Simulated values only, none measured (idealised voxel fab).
You're looking at the process module voxel capacitor over wiring.
We display cut, a cross-section 180 nm in width whose square cells are each 5 nm.
Heads up, the way a cross-section reads in here is a grid of square cells, handed over as bands from the top down, with every band being one or more rows of cells. Basically the band line says how high the top is and how high the bottom is, in nm, and then what's in it from left to right, every material with its width in nm. Empty space shows up as "empty", and if a single material carries "all across" it runs the full band edge to edge. Counting heights begins at 0, where everything beneath is, in the wafer as received, one material. The lowest band has no bottom; it goes on downwards, as "0..down" shows. With a width like "30 to 40", each row of cells in the band differs from the next by the same amount, the top row carrying the first number and the bottom row the second. What does "no modification" mean for a step? It means no cell of the cross-section changed in that step. Listed in "Internal closed voids": every empty space of 8 or more cells without an open way to the top. Form: width x height at distance, the distance being from the left edge, all in nm. Formally, on a step line, whatever follows the settings is a remark that the simulator itself makes on the step. overlay nm: mask offset rightward from planned place, masked step; negative means leftward offset.
**Here's what the planned process steps look like**
step 1: RECEIVE (material Si)
step 2: CONFORMAL_DEP (material SiO2; thk nm 15)
step 3: CONFORMAL_DEP (material SiN; thk nm 5)
step 4: DIRECTIONAL_DEP (material lowk; thk nm 20)
step 5: DIRECTIONAL_DEP (material aC; thk nm 10)
step 6: PATTERN (tone open; mask id METAL_1; material resist; width nm 25; pitch nm 75; thk nm 30; overlay nm 0)
step 7: DIRECTIONAL_ETCH (etch materials aC; depth nm 10)
step 8: STRIP (etch materials resist)
step 9: DIRECTIONAL_ETCH (etch materials lowk; depth nm 20)
step 10: DIRECTIONAL_ETCH (etch materials SiN; depth nm 5)
step 11: STRIP (etch materials aC)
step 12: CONFORMAL_DEP (material TiN; thk nm 5)
step 13: FILL_DEP (material W; thk nm 10)
step 14: CMP (height nm 40)
step 15: CONFORMAL_DEP (material SiCN; thk nm 5)
step 16: DIRECTIONAL_DEP (material lowk; thk nm 15)
step 17: DIRECTIONAL_DEP (material aC; thk nm 15)
step 18: PATTERN (tone open; mask id PLUG_1; material resist; width nm 15; thk nm 35; overlay nm 0)
step 19: DIRECTIONAL_ETCH (etch materials aC; depth nm 15)
step 20: STRIP (etch materials resist)
step 21: DIRECTIONAL_ETCH (etch materials lowk; depth nm 15)
step 22: DIRECTIONAL_ETCH (etch materials SiCN; depth nm 5)
step 23: STRIP (etch materials aC)
step 24: CONFORMAL_DEP (material TiN; thk nm 5)
step 25: FILL_DEP (material Ru; thk nm 5)
step 26: CMP (height nm 60)
step 27: DIRECTIONAL_DEP (material TiN; thk nm 10)
step 28: DIRECTIONAL_DEP (material Al2O3; thk nm 5)
step 29: DIRECTIONAL_DEP (material TiN; thk nm 5)
step 30: PATTERN (tone cover; mask id UPPER_PLATE; material resist; width nm 55; thk nm 20; overlay nm 0)
step 31: DIRECTIONAL_ETCH (etch materials TiN; depth nm 5)
step 32: DIRECTIONAL_ETCH (etch materials Al2O3; depth nm 5)
step 33: STRIP (etch materials resist)
step 34: PATTERN (tone cover; mask id LOWER_PLATE; material resist; width nm 65; thk nm 20; overlay nm 0)
step 35: DIRECTIONAL_ETCH (etch materials TiN; depth nm 10)
step 36: STRIP (etch materials resist)
step 37: FILL_DEP (material SiO2; thk nm 20)
step 38: CMP (height nm 95)
step 39: DIRECTIONAL_DEP (material aC; thk nm 15)
step 40: PATTERN (tone open; mask id PLUG_2; material resist; width nm 15; thk nm 30; overlay nm 0)
step 41: DIRECTIONAL_ETCH (etch materials aC; depth nm 15)
step 42: STRIP (etch materials resist)
step 43: DIRECTIONAL_ETCH (etch materials SiO2; depth nm 15)
step 44: STRIP (etch materials aC)
step 45: CONFORMAL_DEP (material TiN; thk nm 5)
step 46: FILL_DEP (material Cu; thk nm 10)
step 47: CMP (height nm 95)
step 48: CONFORMAL_DEP (material SiN; thk nm 5)
**Wafer as received: cross-section following step 1**
	0..down = Si all across
	Internal closed voids: none
**Cross-sectional view of the first of the two wafers upon completion of the module, processed in accordance with the plan**
	100..95 = SiN all across
	95..85 = SiO2 60; TiN 5; Cu 5; TiN 5; SiO2 105
	85..75 = SiO2 60 to 50; TiN 15 to 55; SiO2 105 to 75
	75..70 = SiO2 50; Al2O3 55; SiO2 75
	70..60 = SiO2 45; TiN 65; SiO2 70
	60..45 = lowk 50; TiN 5; Ru 5; TiN 5; lowk 115
	45..40 = SiCN 50; TiN 15; SiCN 115
	40..20 = lowk 40; TiN 5; W 15; TiN 5; lowk 50; TiN 5; W 15; TiN 5; lowk 40
	20..15 = SiN 40; TiN 25; SiN 50; TiN 25; SiN 40
	15..0 = SiO2 all across
	0..down = Si all across
	Internal closed voids: none
**Cross-sectional view of the second of two wafers upon completion of the module. This wafer shared its starting condition and process plan with the first; one error was made during its execution**
	100..95 = SiN all across
	95..85 = SiO2 60; TiN 5; Cu 5; TiN 5; SiO2 105
	85..80 = SiO2 60; TiN 15; SiO2 105
	80..75 = SiO2 all across
	75..70 = SiO2 50; TiN 55; SiO2 75
	70..60 = SiO2 45; TiN 65; SiO2 70
	60..45 = lowk 50; TiN 5; Ru 5; TiN 5; lowk 115
	45..40 = SiCN 50; TiN 15; SiCN 115
	40..20 = lowk 40; TiN 5; W 15; TiN 5; lowk 50; TiN 5; W 15; TiN 5; lowk 40
	20..15 = SiN 40; TiN 25; SiN 50; TiN 25; SiN 40
	15..0 = SiO2 all across
	0..down = Si all across
	Internal closed voids: none
The mistake made against the process plan was this: heads up, step 28 of the plan was skipped and never actually ran
Wafer comparison, final, in cells, second relative to first, materials more or fewer: Al2O3: 11 fewer; SiO2: 11 more
